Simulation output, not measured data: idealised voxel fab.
process module | voxel trench capacitor
cross-section cut | 185 nm wide | cells 5 nm
A cross-section is a grid of square cells, given in bands from the top down. A band is one or more rows of cells.
Each band's line starts with the height of the band's top and of its bottom, in nm. Then come its materials from left to right, each with its width in nm. One material with "throughout" fills the band from edge to edge. "air" is empty space.
Height 0 is the level under which the wafer as received is all one material. The lowest band goes on downwards, as in "0 down".
A width such as "30 to 40" changes by the same amount from each row of cells to the next, from the band's top row to its bottom row.
"no change" after a step means that no cell of the cross-section changed.
closed voids: empty space of 8 cells or more with no open way to the top, each as width x height at its distance from the left edge, in nm
after a step's settings: what the simulator itself notes on the step
overlay nm, on a step with a mask: how far to the right of its planned place the mask lay; to the left if negative
plan
1 op RECEIVE | material Si
2 op CONFORMAL_DEP | material SiN | thk nm 5
3 op PATTERN | tone open | mask id TRENCH | material resist | width nm 30 | pitch nm 50 | thk nm 20 | overlay nm 0
4 op DIRECTIONAL_ETCH | etch materials SiN | depth nm 5
5 op DIRECTIONAL_ETCH | etch materials Si | depth nm 25
6 op STRIP | etch materials resist
7 op CONFORMAL_DEP | material Al2O3 | thk nm 5
8 op CONFORMAL_DEP | material TiN | thk nm 5
9 op FILL_DEP | material W | thk nm 10
10 op CMP | height nm 5
first wafer, as planned
as received, after step 1
  0 down: Si throughout
  closed voids: none
after step 2
  5 to 0: SiN throughout
  below 0: unchanged
after step 3
  25 to 5: resist 25 | air 30 | resist 20 | air 30 | resist 20 | air 30 | resist 30
  below 5: unchanged
after step 4
  25 to 5: resist 25 | air 30 | resist 20 | air 30 | resist 20 | air 30 | resist 30
  5 to 0: SiN 25 | air 30 | SiN 20 | air 30 | SiN 20 | air 30 | SiN 30
  below 0: unchanged
after step 5
  25 to 5: resist 25 | air 30 | resist 20 | air 30 | resist 20 | air 30 | resist 30
  5 to 0: SiN 25 | air 30 | SiN 20 | air 30 | SiN 20 | air 30 | SiN 30
  0 to -25: Si 25 | air 30 | Si 20 | air 30 | Si 20 | air 30 | Si 30
  below -25: unchanged
after step 6
  5 to 0: SiN 25 | air 30 | SiN 20 | air 30 | SiN 20 | air 30 | SiN 30
  below 0: unchanged
after step 7
  10 to 5: Al2O3 30 | air 20 | Al2O3 30 | air 20 | Al2O3 30 | air 20 | Al2O3 35
  5 to 0: SiN 25 | Al2O3 5 | air 20 | Al2O3 5 | SiN 20 | Al2O3 5 | air 20 | Al2O3 5 | SiN 20 | Al2O3 5 | air 20 | Al2O3 5 | SiN 30
  0 to -20: Si 25 | Al2O3 5 | air 20 | Al2O3 5 | Si 20 | Al2O3 5 | air 20 | Al2O3 5 | Si 20 | Al2O3 5 | air 20 | Al2O3 5 | Si 30
  -20 to -25: Si 25 | Al2O3 30 | Si 20 | Al2O3 30 | Si 20 | Al2O3 30 | Si 30
  below -25: unchanged
after step 8
  15 to 10: TiN 35 | air 10 | TiN 40 | air 10 | TiN 40 | air 10 | TiN 40
  10 to 5: Al2O3 30 | TiN 5 | air 10 | TiN 5 | Al2O3 30 | TiN 5 | air 10 | TiN 5 | Al2O3 30 | TiN 5 | air 10 | TiN 5 | Al2O3 35
  5 to 0: SiN 25 | Al2O3 5 | TiN 5 | air 10 | TiN 5 | Al2O3 5 | SiN 20 | Al2O3 5 | TiN 5 | air 10 | TiN 5 | Al2O3 5 | SiN 20 | Al2O3 5 | TiN 5 | air 10 | TiN 5 | Al2O3 5 | SiN 30
  0 to -15: Si 25 | Al2O3 5 | TiN 5 | air 10 | TiN 5 | Al2O3 5 | Si 20 | Al2O3 5 | TiN 5 | air 10 | TiN 5 | Al2O3 5 | Si 20 | Al2O3 5 | TiN 5 | air 10 | TiN 5 | Al2O3 5 | Si 30
  -15 to -20: Si 25 | Al2O3 5 | TiN 20 | Al2O3 5 | Si 20 | Al2O3 5 | TiN 20 | Al2O3 5 | Si 20 | Al2O3 5 | TiN 20 | Al2O3 5 | Si 30
  below -20: unchanged
after step 9
  25 to 15: W throughout
  15 to 10: TiN 35 | W 10 | TiN 40 | W 10 | TiN 40 | W 10 | TiN 40
  10 to 5: Al2O3 30 | TiN 5 | W 10 | TiN 5 | Al2O3 30 | TiN 5 | W 10 | TiN 5 | Al2O3 30 | TiN 5 | W 10 | TiN 5 | Al2O3 35
  5 to 0: SiN 25 | Al2O3 5 | TiN 5 | W 10 | TiN 5 | Al2O3 5 | SiN 20 | Al2O3 5 | TiN 5 | W 10 | TiN 5 | Al2O3 5 | SiN 20 | Al2O3 5 | TiN 5 | W 10 | TiN 5 | Al2O3 5 | SiN 30
  0 to -15: Si 25 | Al2O3 5 | TiN 5 | W 10 | TiN 5 | Al2O3 5 | Si 20 | Al2O3 5 | TiN 5 | W 10 | TiN 5 | Al2O3 5 | Si 20 | Al2O3 5 | TiN 5 | W 10 | TiN 5 | Al2O3 5 | Si 30
  below -15: unchanged
after step 10
  5 to 0: SiN 25 | Al2O3 5 | TiN 5 | W 10 | TiN 5 | Al2O3 5 | SiN 20 | Al2O3 5 | TiN 5 | W 10 | TiN 5 | Al2O3 5 | SiN 20 | Al2O3 5 | TiN 5 | W 10 | TiN 5 | Al2O3 5 | SiN 30
  below 0: unchanged
second wafer: like start, like plan, one mistake. Through step 4 it matches the first wafer
when step 5 should have ended
  25 to 5: resist 25 | air 30 | resist 20 | air 30 | resist 20 | air 30 | resist 30
  5 to 0: SiN 25 | air 30 | SiN 20 | air 30 | SiN 20 | air 30 | SiN 30
  0 to -35: Si 25 | air 30 | Si 20 | air 30 | Si 20 | air 30 | Si 30
  below -35: unchanged
when step 6 should have ended
  5 to 0: SiN 25 | air 30 | SiN 20 | air 30 | SiN 20 | air 30 | SiN 30
  below 0: unchanged
when step 7 should have ended
  10 to 5: Al2O3 30 | air 20 | Al2O3 30 | air 20 | Al2O3 30 | air 20 | Al2O3 35
  5 to 0: SiN 25 | Al2O3 5 | air 20 | Al2O3 5 | SiN 20 | Al2O3 5 | air 20 | Al2O3 5 | SiN 20 | Al2O3 5 | air 20 | Al2O3 5 | SiN 30
  0 to -30: Si 25 | Al2O3 5 | air 20 | Al2O3 5 | Si 20 | Al2O3 5 | air 20 | Al2O3 5 | Si 20 | Al2O3 5 | air 20 | Al2O3 5 | Si 30
  -30 to -35: Si 25 | Al2O3 30 | Si 20 | Al2O3 30 | Si 20 | Al2O3 30 | Si 30
  below -35: unchanged
when step 8 should have ended
  15 to 10: TiN 35 | air 10 | TiN 40 | air 10 | TiN 40 | air 10 | TiN 40
  10 to 5: Al2O3 30 | TiN 5 | air 10 | TiN 5 | Al2O3 30 | TiN 5 | air 10 | TiN 5 | Al2O3 30 | TiN 5 | air 10 | TiN 5 | Al2O3 35
  5 to 0: SiN 25 | Al2O3 5 | TiN 5 | air 10 | TiN 5 | Al2O3 5 | SiN 20 | Al2O3 5 | TiN 5 | air 10 | TiN 5 | Al2O3 5 | SiN 20 | Al2O3 5 | TiN 5 | air 10 | TiN 5 | Al2O3 5 | SiN 30
  0 to -25: Si 25 | Al2O3 5 | TiN 5 | air 10 | TiN 5 | Al2O3 5 | Si 20 | Al2O3 5 | TiN 5 | air 10 | TiN 5 | Al2O3 5 | Si 20 | Al2O3 5 | TiN 5 | air 10 | TiN 5 | Al2O3 5 | Si 30
  -25 to -30: Si 25 | Al2O3 5 | TiN 20 | Al2O3 5 | Si 20 | Al2O3 5 | TiN 20 | Al2O3 5 | Si 20 | Al2O3 5 | TiN 20 | Al2O3 5 | Si 30
  below -30: unchanged
when step 9 should have ended
  25 to 15: W throughout
  15 to 10: TiN 35 | W 10 | TiN 40 | W 10 | TiN 40 | W 10 | TiN 40
  10 to 5: Al2O3 30 | TiN 5 | W 10 | TiN 5 | Al2O3 30 | TiN 5 | W 10 | TiN 5 | Al2O3 30 | TiN 5 | W 10 | TiN 5 | Al2O3 35
  5 to 0: SiN 25 | Al2O3 5 | TiN 5 | W 10 | TiN 5 | Al2O3 5 | SiN 20 | Al2O3 5 | TiN 5 | W 10 | TiN 5 | Al2O3 5 | SiN 20 | Al2O3 5 | TiN 5 | W 10 | TiN 5 | Al2O3 5 | SiN 30
  0 to -25: Si 25 | Al2O3 5 | TiN 5 | W 10 | TiN 5 | Al2O3 5 | Si 20 | Al2O3 5 | TiN 5 | W 10 | TiN 5 | Al2O3 5 | Si 20 | Al2O3 5 | TiN 5 | W 10 | TiN 5 | Al2O3 5 | Si 30
  below -25: unchanged
when step 10 should have ended
  5 to 0: SiN 25 | Al2O3 5 | TiN 5 | W 10 | TiN 5 | Al2O3 5 | SiN 20 | Al2O3 5 | TiN 5 | W 10 | TiN 5 | Al2O3 5 | SiN 20 | Al2O3 5 | TiN 5 | W 10 | TiN 5 | Al2O3 5 | SiN 30
  below 0: unchanged
what went wrong: step 5 ran as: op DIRECTIONAL_ETCH | etch materials Si | depth nm 35
at the end the second wafer has, in cells: 12 more of Al2O3 | 36 fewer of Si | 12 more of TiN | 12 more of W
